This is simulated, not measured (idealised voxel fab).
Documented hereafter: the process module known as voxel self aligned contacts.
Section cut is 200 nm wide and gridded with 5 nm square cells.
Bands, listed from the top down, are how a cross-section gets written in this document; the cross-section itself is a grid of square cells, and a band is one or more rows of them.
This entry defines a band. It first specifies the height of the band's top and the height of its bottom in nm, and then specifies the band's materials from left to right, stating each material with its width in nm. The word "everywhere" identifies a single material that fills the band from edge to edge, while the word "blank" identifies empty space.
For the purposes of this specification, 0 denotes the height below which the wafer in its as-received condition is composed wholly of one material, and the lowermost band, lacking a lower limit, extends downward without end, as expressed in "0 and below".
You'd read "30->40" like this: the band's top row of cells is as wide as the first number, its bottom row is as wide as the second, and going down, every row changes width by the same amount as the row before did.
Where the words "remained unchanged" appear for a step, the cross-section shows no cell changed by that step; every cell remained as before.
You'll see "Enclosed void inventory" listing empty spaces that have no way open to the top, as long as they're 8 cells or more; the notation is width x height at distance, where the distance is from the left edge, and all of it is in nm.
Heads up: the bit after the settings on a step's line is the simulator's remark on that step.
The line of a step may include "overlay nm". On a step with a mask, this value is how far to the right of its planned place the mask lay. A negative value means the mask lay to the left.
-- List of planned process steps
- 1: op RECEIVE | material Si
- 2: op CONFORMAL_DEP | material SiO2 | thk nm 5
- 3: op DIRECTIONAL_DEP | material polySi | thk nm 20
- 4: op DIRECTIONAL_DEP | material SiN | thk nm 20
- 5: op PATTERN | tone cover | mask id GATE | material resist | width nm 35 | pitch nm 70 | thk nm 20 | overlay nm 0
- 6: op DIRECTIONAL_ETCH | etch materials SiN | depth nm 20
- 7: op DIRECTIONAL_ETCH | etch materials polySi | depth nm 20
- 8: op STRIP | etch materials resist
- 9: op CONFORMAL_DEP | material SiN | thk nm 5
- 10: op DIRECTIONAL_ETCH | etch materials SiN | depth nm 5
- 11: op FILL_DEP | material SiO2 | thk nm 20
- 12: op CMP | height nm 55
- 13: op MASKED_ETCH | tone open | mask id CONTACT | width nm 55 | etch materials SiO2 | depth nm 55 | overlay nm 0
- 14: op CONFORMAL_DEP | material TiN | thk nm 5
- 15: op FILL_DEP | material Ru | thk nm 5
- 16: op CMP | height nm 55
- 17: op CONFORMAL_DEP | material SiN | thk nm 5
-- Wafer as received: cross-section following step 1
  0 and below: Si everywhere
  Enclosed void inventory: none
-- Cross-section taken at module completion on the first of two wafers; processed per the plan
  60 down to 55: SiN everywhere
  55 down to 45: SiO2 70 nm | TiN 5->20 nm | Ru 45->15 nm | TiN 5->20 nm | SiO2 75 nm
  45 down to 25: SiO2 40 nm | SiN 45 nm | TiN 5 nm | Ru 15 nm | TiN 5 nm | SiN 45 nm | SiO2 45 nm
  25 down to 5: SiO2 40 nm | SiN 5 nm | polySi 35 nm | SiN 5 nm | TiN 5 nm | Ru 15 nm | TiN 5 nm | SiN 5 nm | polySi 35 nm | SiN 5 nm | SiO2 45 nm
  5 down to 0: SiO2 85 nm | TiN 25 nm | SiO2 90 nm
  0 and below: Si everywhere
  Enclosed void inventory: none
-- End-of-module cross-section of the second wafer: identical starting point and process plan to the first, with one processing mistake
  60 down to 55: SiN everywhere
  55 down to 40: SiO2 70 nm | TiN 5 nm | Ru 45 nm | TiN 5 nm | SiO2 75 nm
  40 down to 35: SiO2 70 nm | TiN 20 nm | Ru 15 nm | TiN 20 nm | SiO2 75 nm
  35 down to 15: SiO2 40 nm | SiN 45 nm | TiN 5 nm | Ru 15 nm | TiN 5 nm | SiN 45 nm | SiO2 45 nm
  15 down to 5: SiO2 40 nm | SiN 5 nm | polySi 35 nm | SiN 5 nm | TiN 5 nm | Ru 15 nm | TiN 5 nm | SiN 5 nm | polySi 35 nm | SiN 5 nm | SiO2 45 nm
  5 down to 0: SiO2 85 nm | TiN 25 nm | SiO2 90 nm
  0 and below: Si everywhere
  Enclosed void inventory: none
Here's what went sideways: step 3 went in with a setting other than planned; the actual run was op DIRECTIONAL_DEP | material polySi | thk nm 10
Cell-count delta at end, second wafer over first, by material: Ru: 12 more; SiN: 8 fewer; SiO2: 24 more; polySi: 28 fewer
